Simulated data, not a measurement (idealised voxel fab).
Process module under the name voxel transistor to metal
Each square cell in cross-section cut measures 5 nm, and the section as a whole is 290 nm wide.
Cross-section, as written here: a square-cell grid given band by band from the top down, where a band holds one or more rows of cells.
Top, bottom (nm), then materials left to right with widths (nm); lone material tagged "full width" fills the whole band edge to edge; "blank" = empty space.
Heights are reckoned from 0. Under this level, the received wafer is all of one material. The bottommost band is open-ended downward, for example "0 and below".
Read "30..40" as a graded width: first number on top, second number at the bottom, same change between each pair of neighbouring rows.
The cross-section has no changed cell in any step marked "nothing got changed".
"Closed void listing" lists enclosed empty spaces (at least 8 cells, no open path upward to the top), each as width x height at distance from the left edge, in nm.
On each step's line, the part that comes after the settings is the simulator's own comment on the step.
If you see "overlay nm" on a step's line and that step has a mask, it's telling you how far right of where it was planned the mask ended up; a negative number means it went left instead.
The following list gives the planned process steps:
step 1: op RECEIVE | material Si
step 2: op OXIDIZE | depth nm 5
step 3: op CONFORMAL_DEP | material SiN | thk nm 10
step 4: op PATTERN | tone cover | mask id ACTIVE | material resist | width nm 115 | pitch nm 140 | thk nm 15 | overlay nm 0
step 5: op DIRECTIONAL_ETCH | etch materials SiN | depth nm 10
step 6: op DIRECTIONAL_ETCH | etch materials SiO2 | depth nm 5
step 7: op DIRECTIONAL_ETCH | etch materials Si | depth nm 35
step 8: op STRIP | etch materials resist
step 9: op FILL_DEP | material SiO2 | thk nm 10
step 10: op CMP | height nm 10
step 11: op SELECTIVE_ETCH | etch materials SiO2 | depth nm 10
step 12: op STRIP | etch materials SiN
step 13: op SELECTIVE_ETCH | etch materials SiO2 | depth nm 5
step 14: op OXIDIZE | depth nm 5
step 15: op DIRECTIONAL_DEP | material polySi | thk nm 20
step 16: op DIRECTIONAL_DEP | material SiCN | thk nm 15
step 17: op PATTERN | tone cover | mask id GATE | material resist | width nm 25 | pitch nm 140 | thk nm 15 | overlay nm 0
step 18: op DIRECTIONAL_ETCH | etch materials SiCN | depth nm 25
step 19: op DIRECTIONAL_ETCH | etch materials polySi | depth nm 30
step 20: op STRIP | etch materials resist
step 21: op CONFORMAL_DEP | material SiN | thk nm 5
step 22: op DIRECTIONAL_ETCH | etch materials SiN | depth nm 5
step 23: op DIRECTIONAL_ETCH | etch materials SiO2 | depth nm 5
step 24: op DIRECTIONAL_ETCH | etch materials Si | depth nm 15
step 25: op EPI | material nSi | thk nm 20
step 26: op FILL_DEP | material SiO2 | thk nm 10
step 27: op CMP | height nm 15
step 28: op STRIP | etch materials polySi
step 29: op SELECTIVE_ETCH | etch materials SiO2 | depth nm 5
step 30: op CONFORMAL_DEP | material HfO2 | thk nm 5
step 31: op CONFORMAL_DEP | material TiN | thk nm 5
step 32: op FILL_DEP | material W | thk nm 10
step 33: op CMP | height nm 10
step 34: op DIRECTIONAL_DEP | material SiO2 | thk nm 15
step 35: op MASKED_ETCH | tone open | mask id CONTACT | width nm 15 | etch materials SiO2 | depth nm 30 | overlay nm 0
step 36: op CONFORMAL_DEP | material TiN | thk nm 5
step 37: op FILL_DEP | material Ru | thk nm 5
step 38: op CMP | height nm 25
step 39: op CONFORMAL_DEP | material SiN | thk nm 5
step 40: op DIRECTIONAL_DEP | material SiO2 | thk nm 20
step 41: op DIRECTIONAL_DEP | material aC | thk nm 10
step 42: op PATTERN | tone open | mask id METAL_1 | material resist | width nm 15 | thk nm 30 | overlay nm 0
step 43: op DIRECTIONAL_ETCH | etch materials aC | depth nm 10
step 44: op STRIP | etch materials resist
step 45: op DIRECTIONAL_ETCH | etch materials SiO2 | depth nm 20
step 46: op DIRECTIONAL_ETCH | etch materials SiN | depth nm 5
step 47: op STRIP | etch materials aC
step 48: op CONFORMAL_DEP | material TiN | thk nm 5
step 49: op FILL_DEP | material Cu | thk nm 5
step 50: op CMP | height nm 50
step 51: op EPI | material Ru | thk nm 5
step 52: op FILL_DEP | material SiCN | thk nm 5
Step 1 complete: cross-section of the wafer as received:
    0 and below | Si full width
    Closed void listing: none
Module complete, cross-section. Starting point and plan per above. One mistake made in running the module:
    60 down to 55 | SiCN full width
    55 down to 50 | SiCN: 20 | Ru: 25 | SiCN: 55 | Ru: 25 | SiCN: 35 | Ru: 25 | SiCN: 55 | Ru: 25 | SiCN: 25
    50 down to 30 | SiO2: 25 | TiN: 5 | Cu: 5 | TiN: 5 | SiO2: 65 | TiN: 5 | Cu: 5 | TiN: 5 | SiO2: 45 | TiN: 5 | Cu: 5 | TiN: 5 | SiO2: 65 | TiN: 5 | Cu: 5 | TiN: 5 | SiO2: 30
    30 down to 25 | SiN: 25 | TiN: 15 | SiN: 65 | TiN: 15 | SiN: 45 | TiN: 15 | SiN: 65 | TiN: 15 | SiN: 30
    25 down to 15 | SiO2: 25 | TiN: 5 | Ru: 5 | TiN: 5 | SiO2: 65 | TiN: 5 | Ru: 5 | TiN: 5 | SiO2: 45 | TiN: 5 | Ru: 5 | TiN: 5 | SiO2: 65 | TiN: 5 | Ru: 5 | TiN: 5 | SiO2: 30
    15 down to 10 | SiO2: 25 | TiN: 15 | SiO2: 65 | TiN: 15 | SiO2: 45 | TiN: 15 | SiO2: 65 | TiN: 15 | SiO2: 30
    10 down to 0 | SiO2: 25 | TiN: 10 | nSi: 20 | SiN: 5 | HfO2: 5 | TiN: 5 | SiO2: 5 | TiN: 5 | HfO2: 5 | SiN: 5 | nSi: 20 | TiN: 10 | SiO2: 45 | TiN: 10 | nSi: 20 | SiN: 5 | HfO2: 5 | TiN: 5 | SiO2: 5 | TiN: 5 | HfO2: 5 | SiN: 5 | nSi: 20 | TiN: 10 | SiO2: 30
    0 down to -5 | SiO2: 25 | TiN: 10 | nSi: 20 | SiN: 5 | HfO2: 5 | TiN: 15 | HfO2: 5 | SiN: 5 | nSi: 20 | TiN: 10 | SiO2: 45 | TiN: 10 | nSi: 20 | SiN: 5 | HfO2: 5 | TiN: 15 | HfO2: 5 | SiN: 5 | nSi: 20 | TiN: 10 | SiO2: 30
    -5 down to -10 | SiO2: 10 | nSi: 45 | HfO2: 35 | nSi: 45 | SiO2: 15 | nSi: 45 | HfO2: 35 | nSi: 45 | SiO2: 15
    -10 down to -25 | SiO2: 15 | nSi: 40 | Si: 35 | nSi: 40 | SiO2: 25 | nSi: 40 | Si: 35 | nSi: 40 | SiO2: 20
    -25 down to -40 | SiO2: 15 | Si: 115 | SiO2: 25 | Si: 115 | SiO2: 20
    -40 and below | Si full width
    Closed void listing: none
Error vs. plan: in deviation from the planned setting, step 32 was conducted as op FILL_DEP | material SiO2 | thk nm 10
